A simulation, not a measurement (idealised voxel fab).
process module | voxel gate over fins
cross-section cut | 250 nm wide | cells 5 nm
A cross-section is a grid of square cells, given in bands from the top down. A band is one or more rows of cells.
Each band's line starts with the height of the band's top and of its bottom, in nm. Then come its materials from left to right, each with its width in nm. One material with "throughout" fills the band from edge to edge. "air" is empty space.
Height 0 is the level under which the wafer as received is all one material. The lowest band goes on downwards, as in "0 down".
A width such as "30 to 40" changes by the same amount from each row of cells to the next, from the band's top row to its bottom row.
"no change" after a step means that no cell of the cross-section changed.
closed voids: empty space of 8 cells or more with no open way to the top, each as width x height at its distance from the left edge, in nm
after a step's settings: what the simulator itself notes on the step
overlay nm, on a step with a mask: how far to the right of its planned place the mask lay; to the left if negative
plan
1 op RECEIVE | material Si
2 op CONFORMAL_DEP | material SiN | thk nm 10
3 op DIRECTIONAL_DEP | material aC | thk nm 15
4 op PATTERN | tone cover | mask id FINS | material resist | width nm 15 | pitch nm 55 | thk nm 35 | overlay nm 0
5 op DIRECTIONAL_ETCH | etch materials aC | depth nm 15
6 op STRIP | etch materials resist
7 op DIRECTIONAL_ETCH | etch materials SiN | depth nm 10
8 op DIRECTIONAL_ETCH | etch materials Si | depth nm 30
9 op STRIP | etch materials aC
10 op OXIDIZE | depth nm 5
11 op FILL_DEP | material SiO2 | thk nm 10
12 op CMP | height nm 10
13 op DIRECTIONAL_DEP | material aC | thk nm 15
14 op PATTERN | tone open | mask id RAIL | material resist | width nm 15 | thk nm 30 | overlay nm 0
15 op DIRECTIONAL_ETCH | etch materials aC | depth nm 15
16 op STRIP | etch materials resist
17 op DIRECTIONAL_ETCH | etch materials SiO2 | depth nm 35
18 op STRIP | etch materials aC
19 op CONFORMAL_DEP | material TiN | thk nm 5
20 op FILL_DEP | material Ru | thk nm 5
21 op CMP | height nm 10
22 op SELECTIVE_ETCH | etch materials W Ru TiN | depth nm 30
23 op FILL_DEP | material SiO2 | thk nm 5
24 op CMP | height nm 10
25 op SELECTIVE_ETCH | etch materials SiO2 | depth nm 20
26 op STRIP | etch materials SiN
27 op CONFORMAL_DEP | material HfO2 | thk nm 5
28 op CONFORMAL_DEP | material TiN | thk nm 5
29 op FILL_DEP | material W | thk nm 15
30 op CMP | height nm 20
31 op CONFORMAL_DEP | material SiN | thk nm 10
first wafer, as planned
as received, after step 1
  0 down: Si throughout
  closed voids: none
after step 2
  10 to 0: SiN throughout
  below 0: unchanged
after step 3
  25 to 10: aC throughout
  below 10: unchanged
after step 4
  60 to 25: air 90 | resist 15 | air 40 | resist 15 | air 90
  below 25: unchanged
after step 5
  45 to 25: air 90 | resist 15 | air 40 | resist 15 | air 90
  25 to 10: air 90 | aC 15 | air 40 | aC 15 | air 90
  below 10: unchanged
after step 6
  25 to 10: air 90 | aC 15 | air 40 | aC 15 | air 90
  below 10: unchanged
after step 7
  25 to 10: air 90 | aC 15 | air 40 | aC 15 | air 90
  10 to 0: air 90 | SiN 15 | air 40 | SiN 15 | air 90
  below 0: unchanged
after step 8
  25 to 10: air 90 | aC 15 | air 40 | aC 15 | air 90
  10 to 0: air 90 | SiN 15 | air 40 | SiN 15 | air 90
  0 to -30: air 90 | Si 15 | air 40 | Si 15 | air 90
  below -30: unchanged
after step 9
  10 to 0: air 90 | SiN 15 | air 40 | SiN 15 | air 90
  below 0: unchanged
after step 10
  10 to 0: air 90 | SiN 15 | air 40 | SiN 15 | air 90
  0 to -30: air 90 | SiO2 5 | Si 5 | SiO2 5 | air 40 | SiO2 5 | Si 5 | SiO2 5 | air 90
  -30 to -35: SiO2 95 | Si 5 | SiO2 50 | Si 5 | SiO2 95
  below -35: unchanged
after step 11
  20 to 10: SiO2 throughout
  10 to 0: SiO2 90 | SiN 15 | SiO2 40 | SiN 15 | SiO2 90
  0 to -35: SiO2 95 | Si 5 | SiO2 50 | Si 5 | SiO2 95
  below -35: unchanged
after step 12
  10 to 0: SiO2 90 | SiN 15 | SiO2 40 | SiN 15 | SiO2 90
  below 0: unchanged
after step 13
  25 to 10: aC throughout
  below 10: unchanged
after step 14
  55 to 25: resist 115 | air 15 | resist 120
  below 25: unchanged
after step 15
  40 to 25: resist 115 | air 15 | resist 120
  25 to 10: aC 115 | air 15 | aC 120
  below 10: unchanged
after step 16
  25 to 10: aC 115 | air 15 | aC 120
  below 10: unchanged
after step 17
  25 to 10: aC 115 | air 15 | aC 120
  10 to 0: SiO2 90 | SiN 15 | SiO2 10 | air 15 | SiO2 15 | SiN 15 | SiO2 90
  0 to -25: SiO2 95 | Si 5 | SiO2 15 | air 15 | SiO2 20 | Si 5 | SiO2 95
  below -25: unchanged
after step 18
  10 to 0: SiO2 90 | SiN 15 | SiO2 10 | air 15 | SiO2 15 | SiN 15 | SiO2 90
  below 0: unchanged
after step 19
  15 to 10: TiN 120 | air 5 | TiN 125
  10 to 0: SiO2 90 | SiN 15 | SiO2 10 | TiN 5 | air 5 | TiN 5 | SiO2 15 | SiN 15 | SiO2 90
  0 to -20: SiO2 95 | Si 5 | SiO2 15 | TiN 5 | air 5 | TiN 5 | SiO2 20 | Si 5 | SiO2 95
  -20 to -25: SiO2 95 | Si 5 | SiO2 15 | TiN 15 | SiO2 20 | Si 5 | SiO2 95
  below -25: unchanged
after step 20
  20 to 15: Ru throughout
  15 to 10: TiN 120 | Ru 5 | TiN 125
  10 to 0: SiO2 90 | SiN 15 | SiO2 10 | TiN 5 | Ru 5 | TiN 5 | SiO2 15 | SiN 15 | SiO2 90
  0 to -20: SiO2 95 | Si 5 | SiO2 15 | TiN 5 | Ru 5 | TiN 5 | SiO2 20 | Si 5 | SiO2 95
  below -20: unchanged
after step 21
  10 to 0: SiO2 90 | SiN 15 | SiO2 10 | TiN 5 | Ru 5 | TiN 5 | SiO2 15 | SiN 15 | SiO2 90
  below 0: unchanged
after step 22
  10 to 0: SiO2 90 | SiN 15 | SiO2 10 | air 15 | SiO2 15 | SiN 15 | SiO2 90
  0 to -20: SiO2 95 | Si 5 | SiO2 15 | air 15 | SiO2 20 | Si 5 | SiO2 95
  below -20: unchanged
after step 23
  15 to 10: SiO2 throughout
  10 to 0: SiO2 90 | SiN 15 | SiO2 40 | SiN 15 | SiO2 90
  0 to -20: SiO2 95 | Si 5 | SiO2 50 | Si 5 | SiO2 95
  below -20: unchanged
after step 24
  10 to 0: SiO2 90 | SiN 15 | SiO2 40 | SiN 15 | SiO2 90
  below 0: unchanged
after step 25
  10 to 0: air 90 | SiN 15 | air 40 | SiN 15 | air 90
  0 to -10: air 95 | Si 5 | air 50 | Si 5 | air 95
  below -10: unchanged
after step 26
  0 to -10: air 95 | Si 5 | air 50 | Si 5 | air 95
  below -10: unchanged
after step 27
  5 to 0: air 90 | HfO2 15 | air 40 | HfO2 15 | air 90
  0 to -5: air 90 | HfO2 5 | Si 5 | HfO2 5 | air 40 | HfO2 5 | Si 5 | HfO2 5 | air 90
  -5 to -10: HfO2 95 | Si 5 | HfO2 50 | Si 5 | HfO2 95
  below -10: unchanged
after step 28
  10 to 5: air 85 | TiN 25 | air 30 | TiN 25 | air 85
  5 to 0: air 85 | TiN 5 | HfO2 15 | TiN 5 | air 30 | TiN 5 | HfO2 15 | TiN 5 | air 85
  0 to -5: TiN 90 | HfO2 5 | Si 5 | HfO2 5 | TiN 40 | HfO2 5 | Si 5 | HfO2 5 | TiN 90
  below -5: unchanged
after step 29
  25 to 10: W throughout
  10 to 5: W 85 | TiN 25 | W 30 | TiN 25 | W 85
  5 to 0: W 85 | TiN 5 | HfO2 15 | TiN 5 | W 30 | TiN 5 | HfO2 15 | TiN 5 | W 85
  below 0: unchanged
after step 30
  20 to 10: W throughout
  below 10: unchanged
after step 31
  30 to 20: SiN throughout
  below 20: unchanged
second wafer: like start, like plan, one mistake. Through step 26 it matches the first wafer
when step 27 should have ended
  5 to 0: air 90 | TiN 15 | air 40 | TiN 15 | air 90
  0 to -5: air 90 | TiN 5 | Si 5 | TiN 5 | air 40 | TiN 5 | Si 5 | TiN 5 | air 90
  -5 to -10: TiN 95 | Si 5 | TiN 50 | Si 5 | TiN 95
  below -10: unchanged
when step 28 should have ended
  10 to 5: air 85 | HfO2 25 | air 30 | HfO2 25 | air 85
  5 to 0: air 85 | HfO2 5 | TiN 15 | HfO2 5 | air 30 | HfO2 5 | TiN 15 | HfO2 5 | air 85
  0 to -5: HfO2 90 | TiN 5 | Si 5 | TiN 5 | HfO2 40 | TiN 5 | Si 5 | TiN 5 | HfO2 90
  below -5: unchanged
when step 29 should have ended
  25 to 10: W throughout
  10 to 5: W 85 | HfO2 25 | W 30 | HfO2 25 | W 85
  5 to 0: W 85 | HfO2 5 | TiN 15 | HfO2 5 | W 30 | HfO2 5 | TiN 15 | HfO2 5 | W 85
  below 0: unchanged
when step 30 should have ended
  20 to 10: W throughout
  below 10: unchanged
when step 31 should have ended
  30 to 20: SiN throughout
  below 20: unchanged
what went wrong: steps 27 and 28 were swapped
at the end the second wafer has, in cells: as many of each material as the first, in other places
